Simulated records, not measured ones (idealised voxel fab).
Proc. module: voxel local oxidation
Cross-sectional view cut (width: 265 nm; square cell size: 5 nm).
Cross-section format: a grid of square cells, given as bands from top to bottom; each band is one or more rows of cells. Top, bottom (nm), then materials left to right with widths (nm); lone material tagged "full width" fills the whole band edge to edge; "empty" = empty space. Heads up on the height convention: 0 is the point under which the incoming wafer is all one material, and the lowest band has no bottom, it just keeps going down, like "z 0 and below". The expression "30..40" gives the width at the extremes of the band, the first number at its top row of cells and the second at its bottom row, with the width changing by equal amounts from each row to the next in between. Where the words "changes: none" appear for a step, the cross-section shows no cell changed by that step; every cell remained as before. "Entrapped void list" contains a list of empty spaces, each no smaller than 8 cells and without an open way to the top, written in the form width x height at distance with the distance from the left edge and all three in nm. Past the settings on a step's line: simulator remark, on that step. overlay nm: right-of-plan distance of the mask on a masked step; negative values mean left-of-plan.

### The steps planned for the process are as follows
1. RECEIVE, material Si
2. OXIDIZE, depth nm 5
3. CONFORMAL_DEP, material SiN, thk nm 10
4. MASKED_ETCH, tone cover, mask id ACTIVE, width nm 130, etch materials SiN, depth nm 10, overlay nm 0
5. SELECTIVE_ETCH, etch materials SiO2, depth nm 5
6. OXIDIZE, depth nm 15
7. STRIP, etch materials SiN

### What follows covers the first of two wafers; it ran as planned

### Cross-section of the wafer upon arrival, representing the state reached after step 1
  z 0 and below = Si full width
  Entrapped void list: none

### Wafer after step 2 (cross-section)
  z 0 to -5 = SiO2 full width
  Whatever lies below -5 is exactly as it was before.

### Wafer after step 3 (cross-section)
  z 10 to 0 = SiN full width
  Whatever lies below 0 is exactly as it was before.

### Wafer after step 4 (cross-section)
  z 10 to 0 = 65 nm empty / 130 nm SiN / 70 nm empty
  Whatever lies below 0 is exactly as it was before.

### Wafer after step 5 (cross-section)
  z 10 to 0 = 65 nm empty / 130 nm SiN / 70 nm empty
  z 0 to -5 = 70 nm empty / 120 nm SiO2 / 75 nm empty
  Whatever lies below -5 is exactly as it was before.

### Wafer after step 6 (cross-section)
  z 10 to 0 = 65 nm empty / 130 nm SiN / 70 nm empty
  z 0 to -5 = 70 nm empty / 120 nm SiO2 / 75 nm empty
  z -5 to -20 = 85 nm SiO2 / 90 nm Si / 90 nm SiO2
  Whatever lies below -20 is exactly as it was before.

### Wafer after step 7 (cross-section)
  z 0 to -5 = 70 nm empty / 120 nm SiO2 / 75 nm empty
  Whatever lies below -5 is exactly as it was before.

### Wafer two. Same start, same plan, one slip in execution. Same as wafer one through step 1, inclusive

### Second wafer, cut view, end of step 2 per plan
  z 0 to -15 = SiO2 full width
  Whatever lies below -15 is exactly as it was before.

### Second wafer, cut view, end of step 3 per plan
  z 10 to 0 = SiN full width
  Whatever lies below 0 is exactly as it was before.

### Second wafer, cut view, end of step 4 per plan
  z 10 to 0 = 65 nm empty / 130 nm SiN / 70 nm empty
  Whatever lies below 0 is exactly as it was before.

### Second wafer, cut view, end of step 5 per plan
  z 10 to 0 = 65 nm empty / 130 nm SiN / 70 nm empty
  z 0 to -5 = 70 nm empty / 120 nm SiO2 / 75 nm empty
  Whatever lies below -5 is exactly as it was before.

Second wafer, cut view, end of step 6 per plan: changes: none

### Second wafer, cut view, end of step 7 per plan
  z 0 to -5 = 70 nm empty / 120 nm SiO2 / 75 nm empty
  Whatever lies below -5 is exactly as it was before.
Heads up, the wafer didn't run the way we planned it: step 2, actual vs plan mismatch, actual run OXIDIZE, depth nm 15
Final difference in cells, second wafer against first, listed per material as more or fewer: 1 fewer of Si | 1 more of SiO2
